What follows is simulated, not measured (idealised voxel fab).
Process module heading - voxel ribs on slabs
Cross-section cut: width 265 nm, square cells of 5 nm.
This document writes a cross-section as a grid whose cells are square, and gives it as bands, listed from the top down; one or more rows of cells form a band.
What a band's entry tells you: where the top is and where the bottom is, as heights in nm, and after that what lies inside, material by material from left to right, each with its width in nm. Empty space is written as the word "air", and a single material marked with the word "all across" occupies the band from edge to edge.
Where do heights start? At 0: under that level the wafer as delivered is made of one material only. And the lowest band has no floor; it just carries on downward, as in "z 0 and below".
Width "30..40": first value at the band's top row of cells, second value at its bottom row, equal change from row to row.
Take "nothing altered" at face value: in the step it is given for, the cross-section changed in none of its cells.
Empty spaces without an open route to the top, at least 8 cells in extent, make up the entry "closed voids"; each is given as width x height at distance, where the distance is measured from the left edge, and all are in nm.
It should be noted that, on the line of a given step, the content following the step's settings is a remark produced by the simulator itself with respect to that step.
overlay nm, on a step with a mask: how far to the right of its planned place the mask lay; to the left if negative
### The process steps that were planned are listed below
| 1 | RECEIVE: material Si |
| 2 | DIRECTIONAL_DEP: material SiO2, thk nm 30 |
| 3 | DIRECTIONAL_DEP: material SiN, thk nm 15 |
| 4 | PATTERN: tone cover, mask id RIB, material resist, width nm 20, thk nm 20, overlay nm 0 |
| 5 | DIRECTIONAL_ETCH: etch materials SiN, depth nm 10 |
| 6 | STRIP: etch materials resist |
| 7 | PATTERN: tone cover, mask id SLAB, material resist, width nm 80, thk nm 20, overlay nm 0 |
| 8 | DIRECTIONAL_ETCH: etch materials SiN, depth nm 5 |
| 9 | STRIP: etch materials resist |
| 10 | FILL_DEP: material SiO2, thk nm 20 |
| 11 | CMP: height nm 55 |
| 12 | DIRECTIONAL_DEP: material W, thk nm 5 |
| 13 | DIRECTIONAL_DEP: material aC, thk nm 15 |
| 14 | PATTERN: tone cover, mask id HEATER, material resist, width nm 30, thk nm 30, overlay nm 0 |
| 15 | DIRECTIONAL_ETCH: etch materials aC, depth nm 15 |
| 16 | STRIP: etch materials resist |
| 17 | DIRECTIONAL_ETCH: etch materials W, depth nm 5 |
| 18 | STRIP: etch materials aC |
| 19 | CONFORMAL_DEP: material SiO2, thk nm 10 |
### Here's what the wafer looked like in cross-section when it arrived - that's after step 1
> z 0 and below: Si all across
> closed voids: none
### Run as planned - first of the two wafers cross-sectioned at the end of the module
> z 70 to 65: air 105 nm, then SiO2 50 nm, then air 110 nm
> z 65 to 60: SiO2 all across
> z 60 to 55: SiO2 115 nm, then W 30 nm, then SiO2 120 nm
> z 55 to 45: SiO2 all across
> z 45 to 35: SiO2 120 nm, then SiN 20 nm, then SiO2 125 nm
> z 35 to 30: SiO2 90 nm, then SiN 80 nm, then SiO2 95 nm
> z 30 to 0: SiO2 all across
> z 0 and below: Si all across
> closed voids: none
### Cross-section, wafer two of two, end of module: same start and plan as wafer one, one error in execution
> z 70 to 65: air 105 nm, then SiO2 50 nm, then air 110 nm
> z 65 to 60: SiO2 all across
> z 60 to 55: SiO2 115 nm, then W 30 nm, then SiO2 120 nm
> z 55 to 45: SiO2 all across
> z 45 to 40: SiO2 90 nm, then SiN 30 nm, then SiO2 20 nm, then SiN 30 nm, then SiO2 95 nm
> z 40 to 35: SiN 120 nm, then SiO2 20 nm, then SiN 125 nm
> z 35 to 30: SiN all across
> z 30 to 0: SiO2 all across
> z 0 and below: Si all across
> closed voids: none
Error vs. plan: note that step 4 departed from the planned setting and was carried out as PATTERN: tone open, mask id RIB, material resist, width nm 20, thk nm 20, overlay nm 0
Final cells, second wafer relative to first, materials higher or lower: +90 SiN | -90 SiO2
